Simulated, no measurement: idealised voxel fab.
The name of this process module is voxel transistor to metal.
In the cross-section labelled cut, the width is 210 nm and each square cell is 5 nm.
Cross-section layout: square cells on a grid; listed as bands, top to bottom; a band spans one or more cell rows. For a band, the entry starts with two heights in nm, that of the top and then that of the bottom, and carries on with the band's materials in order from left to right, each alongside its width in nm; the word "full width" beside a single material means it fills the band edge to edge, and "blank" means empty space. Height reference: 0 = level under which incoming wafer is all one material. Lowest band: no bottom, runs on downward, e.g. "top 0, no bottom". Note: "30->40" means the width goes from the first number (top row of the band) to the second number (bottom row) in equal steps per row of cells. "identical to before" -> step changed no cross-section cell. Look at "Closed voids list" for the closed voids: empty spaces with no open path to the top, sized 8 cells or up. Each is width x height at distance, distance from the left edge, all nm. The remark found on a step's line after its settings is issued by the simulator itself and pertains to that step. "overlay nm" on a masked step: distance the mask lay right of its planned place, negative for left.
Process steps foreseen in the plan
- 1: RECEIVE [material Si]
- 2: CONFORMAL_DEP [material SiO2] [thk nm 5]
- 3: CONFORMAL_DEP [material SiN] [thk nm 10]
- 4: DIRECTIONAL_DEP [material aC] [thk nm 10]
- 5: PATTERN [tone cover] [mask id ACTIVE] [material resist] [width nm 135] [thk nm 30] [overlay nm 0]
- 6: DIRECTIONAL_ETCH [etch materials aC] [depth nm 10]
- 7: STRIP [etch materials resist]
- 8: DIRECTIONAL_ETCH [etch materials SiN] [depth nm 10]
- 9: DIRECTIONAL_ETCH [etch materials SiO2] [depth nm 5]
- 10: DIRECTIONAL_ETCH [etch materials Si] [depth nm 25]
- 11: STRIP [etch materials aC]
- 12: OXIDIZE [depth nm 5]
- 13: FILL_DEP [material SiO2] [thk nm 15]
- 14: CMP [height nm 15]
- 15: SELECTIVE_ETCH [etch materials SiO2] [depth nm 5]
- 16: STRIP [etch materials SiN]
- 17: SELECTIVE_ETCH [etch materials SiO2] [depth nm 5]
- 18: OXIDIZE [depth nm 5]
- 19: DIRECTIONAL_DEP [material polySi] [thk nm 20]
- 20: DIRECTIONAL_DEP [material SiCN] [thk nm 15]
- 21: DIRECTIONAL_DEP [material aC] [thk nm 10]
- 22: PATTERN [tone cover] [mask id GATE] [material resist] [width nm 35] [thk nm 25] [overlay nm 0]
- 23: DIRECTIONAL_ETCH [etch materials aC] [depth nm 10]
- 24: STRIP [etch materials resist]
- 25: DIRECTIONAL_ETCH [etch materials SiCN] [depth nm 25]
- 26: DIRECTIONAL_ETCH [etch materials polySi] [depth nm 30]
- 27: STRIP [etch materials aC]
- 28: CONFORMAL_DEP [material SiO2] [thk nm 5]
- 29: DIRECTIONAL_ETCH [etch materials SiO2] [depth nm 5]
- 30: CONFORMAL_DEP [material SiN] [thk nm 5]
- 31: DIRECTIONAL_ETCH [etch materials SiN] [depth nm 5]
- 32: DIRECTIONAL_ETCH [etch materials SiO2] [depth nm 5]
- 33: EPI [material pSi] [thk nm 5]
- 34: FILL_DEP [material SiO2] [thk nm 10]
- 35: CMP [height nm 20]
- 36: STRIP [etch materials polySi]
- 37: SELECTIVE_ETCH [etch materials SiO2] [depth nm 5]
- 38: CONFORMAL_DEP [material HfO2] [thk nm 5]
- 39: CONFORMAL_DEP [material TiN] [thk nm 5]
- 40: FILL_DEP [material W] [thk nm 10]
- 41: CMP [height nm 15]
- 42: DIRECTIONAL_DEP [material SiO2] [thk nm 15]
- 43: MASKED_ETCH [tone open] [mask id CONTACT] [width nm 20] [pitch nm 95] [etch materials SiO2] [depth nm 30] [overlay nm 0]
- 44: CONFORMAL_DEP [material TiN] [thk nm 5]
- 45: FILL_DEP [material W] [thk nm 10]
- 46: CMP [height nm 30]
- 47: CONFORMAL_DEP [material SiN] [thk nm 5]
- 48: DIRECTIONAL_DEP [material SiO2] [thk nm 15]
- 49: PATTERN [tone open] [mask id METAL_1] [material resist] [width nm 20] [pitch nm 95] [thk nm 20] [overlay nm 0]
- 50: DIRECTIONAL_ETCH [etch materials SiO2] [depth nm 15]
- 51: DIRECTIONAL_ETCH [etch materials SiN] [depth nm 5]
- 52: STRIP [etch materials resist]
- 53: CONFORMAL_DEP [material TiN] [thk nm 5]
- 54: FILL_DEP [material Cu] [thk nm 10]
- 55: CMP [height nm 50]
- 56: EPI [material Ru] [thk nm 5]
- 57: FILL_DEP [material SiCN] [thk nm 5]
First out of two wafers; run went to plan
Delivered wafer in cross-section: state after step 1
	top 0, no bottom = Si full width
	Closed voids list: none
Cross-section of the wafer after step 2
	top 5, bottom 0 = SiO2 full width
	below 0: unchanged
Cross-section of the wafer after step 3
	top 15, bottom 5 = SiN full width
	below 5: unchanged
Cross-section of the wafer after step 4
	top 25, bottom 15 = aC full width
	below 15: unchanged
Cross-section of the wafer after step 5
	top 55, bottom 25 = blank (35); resist (135); blank (40)
	below 25: unchanged
Cross-section of the wafer after step 6
	top 45, bottom 25 = blank (35); resist (135); blank (40)
	top 25, bottom 15 = blank (35); aC (135); blank (40)
	below 15: unchanged
Cross-section of the wafer after step 7
	top 25, bottom 15 = blank (35); aC (135); blank (40)
	below 15: unchanged
Cross-section of the wafer after step 8
	top 25, bottom 15 = blank (35); aC (135); blank (40)
	top 15, bottom 5 = blank (35); SiN (135); blank (40)
	below 5: unchanged
Cross-section of the wafer after step 9
	top 25, bottom 15 = blank (35); aC (135); blank (40)
	top 15, bottom 5 = blank (35); SiN (135); blank (40)
	top 5, bottom 0 = blank (35); SiO2 (135); blank (40)
	below 0: unchanged
Cross-section of the wafer after step 10
	top 25, bottom 15 = blank (35); aC (135); blank (40)
	top 15, bottom 5 = blank (35); SiN (135); blank (40)
	top 5, bottom 0 = blank (35); SiO2 (135); blank (40)
	top 0, bottom -25 = blank (35); Si (135); blank (40)
	below -25: unchanged
Cross-section of the wafer after step 11
	top 15, bottom 5 = blank (35); SiN (135); blank (40)
	below 5: unchanged
Cross-section of the wafer after step 12
	top 15, bottom 5 = blank (35); SiN (135); blank (40)
	top 5, bottom 0 = blank (35); SiO2 (135); blank (40)
	top 0, bottom -25 = blank (35); SiO2 (5); Si (125); SiO2 (5); blank (40)
	top -25, bottom -30 = SiO2 (40); Si (125); SiO2 (45)
	below -30: unchanged
Cross-section of the wafer after step 13
	top 30, bottom 15 = SiO2 full width
	top 15, bottom 5 = SiO2 (35); SiN (135); SiO2 (40)
	top 5, bottom 0 = SiO2 full width
	top 0, bottom -30 = SiO2 (40); Si (125); SiO2 (45)
	below -30: unchanged
Cross-section of the wafer after step 14
	top 15, bottom 5 = SiO2 (35); SiN (135); SiO2 (40)
	below 5: unchanged
Cross-section of the wafer after step 15
	top 15, bottom 10 = blank (35); SiN (135); blank (40)
	below 10: unchanged
Cross-section of the wafer after step 16
	top 10, bottom 5 = SiO2 (35); blank (135); SiO2 (40)
	below 5: unchanged
Cross-section of the wafer after step 17
	top 5, bottom 0 = SiO2 (30); blank (145); SiO2 (35)
	below 0: unchanged
Cross-section of the wafer after step 18
	top 5, bottom 0 = SiO2 (30); blank (145); SiO2 (35)
	top 0, bottom -5 = SiO2 full width
	below -5: unchanged
Cross-section of the wafer after step 19
	top 25, bottom 20 = polySi (30); blank (145); polySi (35)
	top 20, bottom 5 = polySi full width
	top 5, bottom 0 = SiO2 (30); polySi (145); SiO2 (35)
	below 0: unchanged
Cross-section of the wafer after step 20
	top 40, bottom 35 = SiCN (30); blank (145); SiCN (35)
	top 35, bottom 25 = SiCN full width
	top 25, bottom 20 = polySi (30); SiCN (145); polySi (35)
	below 20: unchanged
Cross-section of the wafer after step 21
	top 50, bottom 45 = aC (30); blank (145); aC (35)
	top 45, bottom 40 = aC full width
	top 40, bottom 35 = SiCN (30); aC (145); SiCN (35)
	below 35: unchanged
Cross-section of the wafer after step 22
	top 75, bottom 50 = blank (85); resist (35); blank (90)
	top 50, bottom 45 = aC (30); blank (55); resist (35); blank (55); aC (35)
	below 45: unchanged
Cross-section of the wafer after step 23
	top 65, bottom 45 = blank (85); resist (35); blank (90)
	top 45, bottom 40 = blank (85); aC (35); blank (90)
	top 40, bottom 35 = SiCN (30); blank (55); aC (35); blank (55); SiCN (35)
	below 35: unchanged
Cross-section of the wafer after step 24
	top 45, bottom 40 = blank (85); aC (35); blank (90)
	below 40: unchanged
Cross-section of the wafer after step 25
	top 45, bottom 35 = blank (85); aC (35); blank (90)
	top 35, bottom 25 = blank (85); SiCN (35); blank (90)
	top 25, bottom 20 = polySi (30); blank (55); SiCN (35); blank (55); polySi (35)
	below 20: unchanged
Cross-section of the wafer after step 26
	top 45, bottom 35 = blank (85); aC (35); blank (90)
	top 35, bottom 20 = blank (85); SiCN (35); blank (90)
	top 20, bottom 5 = blank (85); polySi (35); blank (90)
	top 5, bottom 0 = SiO2 (30); blank (55); polySi (35); blank (55); SiO2 (35)
	below 0: unchanged
Cross-section of the wafer after step 27
	top 35, bottom 20 = blank (85); SiCN (35); blank (90)
	below 20: unchanged
Cross-section of the wafer after step 28
	top 40, bottom 35 = blank (80); SiO2 (45); blank (85)
	top 35, bottom 20 = blank (80); SiO2 (5); SiCN (35); SiO2 (5); blank (85)
	top 20, bottom 10 = blank (80); SiO2 (5); polySi (35); SiO2 (5); blank (85)
	top 10, bottom 5 = SiO2 (35); blank (45); SiO2 (5); polySi (35); SiO2 (5); blank (45); SiO2 (40)
	top 5, bottom 0 = SiO2 (85); polySi (35); SiO2 (90)
	below 0: unchanged
Cross-section of the wafer after step 29
	top 35, bottom 20 = blank (80); SiO2 (5); SiCN (35); SiO2 (5); blank (85)
	top 20, bottom 5 = blank (80); SiO2 (5); polySi (35); SiO2 (5); blank (85)
	top 5, bottom 0 = SiO2 (35); blank (45); SiO2 (5); polySi (35); SiO2 (5); blank (45); SiO2 (40)
	below 0: unchanged
Cross-section of the wafer after step 30
	top 40, bottom 35 = blank (75); SiN (55); blank (80)
	top 35, bottom 20 = blank (75); SiN (5); SiO2 (5); SiCN (35); SiO2 (5); SiN (5); blank (80)
	top 20, bottom 10 = blank (75); SiN (5); SiO2 (5); polySi (35); SiO2 (5); SiN (5); blank (80)
	top 10, bottom 5 = SiN (40); blank (35); SiN (5); SiO2 (5); polySi (35); SiO2 (5); SiN (5); blank (35); SiN (45)
	top 5, bottom 0 = SiO2 (35); SiN (45); SiO2 (5); polySi (35); SiO2 (5); SiN (45); SiO2 (40)
	below 0: unchanged
Cross-section of the wafer after step 31
	top 35, bottom 20 = blank (75); SiN (5); SiO2 (5); SiCN (35); SiO2 (5); SiN (5); blank (80)
	top 20, bottom 5 = blank (75); SiN (5); SiO2 (5); polySi (35); SiO2 (5); SiN (5); blank (80)
	top 5, bottom 0 = SiO2 (35); SiN (5); blank (35); SiN (5); SiO2 (5); polySi (35); SiO2 (5); SiN (5); blank (35); SiN (5); SiO2 (40)
	below 0: unchanged
Cross-section of the wafer after step 32
	top 35, bottom 30 = blank (75); SiN (5); blank (5); SiCN (35); blank (5); SiN (5); blank (80)
	top 30, bottom 20 = blank (75); SiN (5); SiO2 (5); SiCN (35); SiO2 (5); SiN (5); blank (80)
	top 20, bottom 5 = blank (75); SiN (5); SiO2 (5); polySi (35); SiO2 (5); SiN (5); blank (80)
	top 5, bottom 0 = blank (35); SiN (5); blank (35); SiN (5); SiO2 (5); polySi (35); SiO2 (5); SiN (5); blank (35); SiN (5); blank (40)
	top 0, bottom -5 = SiO2 (40); blank (35); SiO2 (55); blank (35); SiO2 (45)
	below -5: unchanged
Cross-section of the wafer after step 33
	top 35, bottom 30 = blank (75); SiN (5); blank (5); SiCN (35); blank (5); SiN (5); blank (80)
	top 30, bottom 20 = blank (75); SiN (5); SiO2 (5); SiCN (35); SiO2 (5); SiN (5); blank (80)
	top 20, bottom 5 = blank (75); SiN (5); SiO2 (5); polySi (35); SiO2 (5); SiN (5); blank (80)
	top 5, bottom 0 = blank (35); SiN (5); blank (35); SiN (5); SiO2 (5); polySi (35); SiO2 (5); SiN (5); blank (35); SiN (5); blank (40)
	top 0, bottom -5 = SiO2 (40); pSi (35); SiO2 (55); pSi (35); SiO2 (45)
	below -5: unchanged
Cross-section of the wafer after step 34
	top 45, bottom 35 = SiO2 full width
	top 35, bottom 20 = SiO2 (75); SiN (5); SiO2 (5); SiCN (35); SiO2 (5); SiN (5); SiO2 (80)
	top 20, bottom 5 = SiO2 (75); SiN (5); SiO2 (5); polySi (35); SiO2 (5); SiN (5); SiO2 (80)
	top 5, bottom 0 = SiO2 (35); SiN (5); SiO2 (35); SiN (5); SiO2 (5); polySi (35); SiO2 (5); SiN (5); SiO2 (35); SiN (5); SiO2 (40)
	below 0: unchanged
Cross-section of the wafer after step 35
	top 20, bottom 5 = SiO2 (75); SiN (5); SiO2 (5); polySi (35); SiO2 (5); SiN (5); SiO2 (80)
	below 5: unchanged
Cross-section of the wafer after step 36
	top 20, bottom 5 = SiO2 (75); SiN (5); SiO2 (5); blank (35); SiO2 (5); SiN (5); SiO2 (80)
	top 5, bottom 0 = SiO2 (35); SiN (5); SiO2 (35); SiN (5); SiO2 (5); blank (35); SiO2 (5); SiN (5); SiO2 (35); SiN (5); SiO2 (40)
	below 0: unchanged
Cross-section of the wafer after step 37
	top 20, bottom 15 = blank (75); SiN (5); blank (45); SiN (5); blank (80)
	top 15, bottom 5 = SiO2 (75); SiN (5); blank (45); SiN (5); SiO2 (80)
	top 5, bottom 0 = SiO2 (35); SiN (5); SiO2 (35); SiN (5); blank (45); SiN (5); SiO2 (35); SiN (5); SiO2 (40)
	top 0, bottom -5 = SiO2 (40); pSi (35); SiO2 (5); blank (45); SiO2 (5); pSi (35); SiO2 (45)
	below -5: unchanged
Cross-section of the wafer after step 38
	top 25, bottom 20 = blank (70); HfO2 (15); blank (35); HfO2 (15); blank (75)
	top 20, bottom 15 = HfO2 (75); SiN (5); HfO2 (5); blank (35); HfO2 (5); SiN (5); HfO2 (80)
	top 15, bottom 5 = SiO2 (75); SiN (5); HfO2 (5); blank (35); HfO2 (5); SiN (5); SiO2 (80)
	top 5, bottom 0 = SiO2 (35); SiN (5); SiO2 (35); SiN (5); HfO2 (5); blank (35); HfO2 (5); SiN (5); SiO2 (35); SiN (5); SiO2 (40)
	top 0, bottom -5 = SiO2 (40); pSi (35); SiO2 (5); HfO2 (45); SiO2 (5); pSi (35); SiO2 (45)
	below -5: unchanged
Cross-section of the wafer after step 39
	top 30, bottom 25 = blank (65); TiN (25); blank (25); TiN (25); blank (70)
	top 25, bottom 20 = TiN (70); HfO2 (15); TiN (5); blank (25); TiN (5); HfO2 (15); TiN (75)
	top 20, bottom 15 = HfO2 (75); SiN (5); HfO2 (5); TiN (5); blank (25); TiN (5); HfO2 (5); SiN (5); HfO2 (80)
	top 15, bottom 5 = SiO2 (75); SiN (5); HfO2 (5); TiN (5); blank (25); TiN (5); HfO2 (5); SiN (5); SiO2 (80)
	top 5, bottom 0 = SiO2 (35); SiN (5); SiO2 (35); SiN (5); HfO2 (5); TiN (35); HfO2 (5); SiN (5); SiO2 (35); SiN (5); SiO2 (40)
	below 0: unchanged
Cross-section of the wafer after step 40
	top 40, bottom 30 = W full width
	top 30, bottom 25 = W (65); TiN (25); W (25); TiN (25); W (70)
	top 25, bottom 20 = TiN (70); HfO2 (15); TiN (5); W (25); TiN (5); HfO2 (15); TiN (75)
	top 20, bottom 15 = HfO2 (75); SiN (5); HfO2 (5); TiN (5); W (25); TiN (5); HfO2 (5); SiN (5); HfO2 (80)
	top 15, bottom 5 = SiO2 (75); SiN (5); HfO2 (5); TiN (5); W (25); TiN (5); HfO2 (5); SiN (5); SiO2 (80)
	below 5: unchanged
Cross-section of the wafer after step 41
	top 15, bottom 5 = SiO2 (75); SiN (5); HfO2 (5); TiN (5); W (25); TiN (5); HfO2 (5); SiN (5); SiO2 (80)
	below 5: unchanged
Cross-section of the wafer after step 42
	top 30, bottom 15 = SiO2 full width
	below 15: unchanged
Cross-section of the wafer after step 43
	top 30, bottom 15 = SiO2 (45); blank (20); SiO2 (75); blank (20); SiO2 (50)
	top 15, bottom 5 = SiO2 (45); blank (20); SiO2 (10); SiN (5); HfO2 (5); TiN (5); W (25); TiN (5); HfO2 (5); SiN (5); SiO2 (10); blank (20); SiO2 (50)
	top 5, bottom 0 = SiO2 (35); SiN (5); SiO2 (5); blank (20); SiO2 (10); SiN (5); HfO2 (5); TiN (35); HfO2 (5); SiN (5); SiO2 (10); blank (20); SiO2 (5); SiN (5); SiO2 (40)
	below 0: unchanged
Cross-section of the wafer after step 44
	top 35, bottom 30 = TiN (50); blank (10); TiN (85); blank (10); TiN (55)
	top 30, bottom 15 = SiO2 (45); TiN (5); blank (10); TiN (5); SiO2 (75); TiN (5); blank (10); TiN (5); SiO2 (50)
	top 15, bottom 5 = SiO2 (45); TiN (5); blank (10); TiN (5); SiO2 (10); SiN (5); HfO2 (5); TiN (5); W (25); TiN (5); HfO2 (5); SiN (5); SiO2 (10); TiN (5); blank (10); TiN (5); SiO2 (50)
	top 5, bottom 0 = SiO2 (35); SiN (5); SiO2 (5); TiN (20); SiO2 (10); SiN (5); HfO2 (5); TiN (35); HfO2 (5); SiN (5); SiO2 (10); TiN (20); SiO2 (5); SiN (5); SiO2 (40)
	below 0: unchanged
Cross-section of the wafer after step 45
	top 45, bottom 35 = W full width
	top 35, bottom 30 = TiN (50); W (10); TiN (85); W (10); TiN (55)
	top 30, bottom 15 = SiO2 (45); TiN (5); W (10); TiN (5); SiO2 (75); TiN (5); W (10); TiN (5); SiO2 (50)
	top 15, bottom 5 = SiO2 (45); TiN (5); W (10); TiN (5); SiO2 (10); SiN (5); HfO2 (5); TiN (5); W (25); TiN (5); HfO2 (5); SiN (5); SiO2 (10); TiN (5); W (10); TiN (5); SiO2 (50)
	below 5: unchanged
Cross-section of the wafer after step 46
	top 30, bottom 15 = SiO2 (45); TiN (5); W (10); TiN (5); SiO2 (75); TiN (5); W (10); TiN (5); SiO2 (50)
	below 15: unchanged
Cross-section of the wafer after step 47
	top 35, bottom 30 = SiN full width
	below 30: unchanged
Cross-section of the wafer after step 48
	top 50, bottom 35 = SiO2 full width
	below 35: unchanged
Cross-section of the wafer after step 49
	top 70, bottom 50 = resist (45); blank (20); resist (75); blank (20); resist (50)
	below 50: unchanged
Cross-section of the wafer after step 50
	top 70, bottom 50 = resist (45); blank (20); resist (75); blank (20); resist (50)
	top 50, bottom 35 = SiO2 (45); blank (20); SiO2 (75); blank (20); SiO2 (50)
	below 35: unchanged
Cross-section of the wafer after step 51
	top 70, bottom 50 = resist (45); blank (20); resist (75); blank (20); resist (50)
	top 50, bottom 35 = SiO2 (45); blank (20); SiO2 (75); blank (20); SiO2 (50)
	top 35, bottom 30 = SiN (45); blank (20); SiN (75); blank (20); SiN (50)
	below 30: unchanged
Cross-section of the wafer after step 52
	top 50, bottom 35 = SiO2 (45); blank (20); SiO2 (75); blank (20); SiO2 (50)
	below 35: unchanged
Cross-section of the wafer after step 53
	top 55, bottom 50 = TiN (50); blank (10); TiN (85); blank (10); TiN (55)
	top 50, bottom 35 = SiO2 (45); TiN (5); blank (10); TiN (5); SiO2 (75); TiN (5); blank (10); TiN (5); SiO2 (50)
	top 35, bottom 30 = SiN (45); TiN (20); SiN (75); TiN (20); SiN (50)
	below 30: unchanged
Cross-section of the wafer after step 54
	top 65, bottom 55 = Cu full width
	top 55, bottom 50 = TiN (50); Cu (10); TiN (85); Cu (10); TiN (55)
	top 50, bottom 35 = SiO2 (45); TiN (5); Cu (10); TiN (5); SiO2 (75); TiN (5); Cu (10); TiN (5); SiO2 (50)
	below 35: unchanged
Cross-section of the wafer after step 55
	top 50, bottom 35 = SiO2 (45); TiN (5); Cu (10); TiN (5); SiO2 (75); TiN (5); Cu (10); TiN (5); SiO2 (50)
	below 35: unchanged
Cross-section of the wafer after step 56
	top 55, bottom 50 = blank (40); Ru (30); blank (65); Ru (30); blank (45)
	below 50: unchanged
Cross-section of the wafer after step 57
	top 60, bottom 55 = SiCN full width
	top 55, bottom 50 = SiCN (40); Ru (30); SiCN (65); Ru (30); SiCN (45)
	below 50: unchanged
The second wafer began exactly as the first did and followed the same plan, but one mistake was made while running it; through step 54 inclusive, the two wafers are identical
Cross-sectional view of the second wafer at the intended end time of process step 55
	top 55, bottom 50 = TiN (50); Cu (10); TiN (85); Cu (10); TiN (55)
	below 50: unchanged
Cross-sectional view of the second wafer at the intended end time of process step 56
	top 60, bottom 55 = Ru full width
	below 55: unchanged
Cross-sectional view of the second wafer at the intended end time of process step 57
	top 65, bottom 60 = SiCN full width
	below 60: unchanged
what went wrong: so step 55 ended up running with a different setting than we planned, it ran as CMP [height nm 55]
The final cell counts differ between the wafers, with the second having more or fewer of some materials than the first: 4 more of Cu; 30 more of Ru; 30 fewer of SiCN; 38 more of TiN
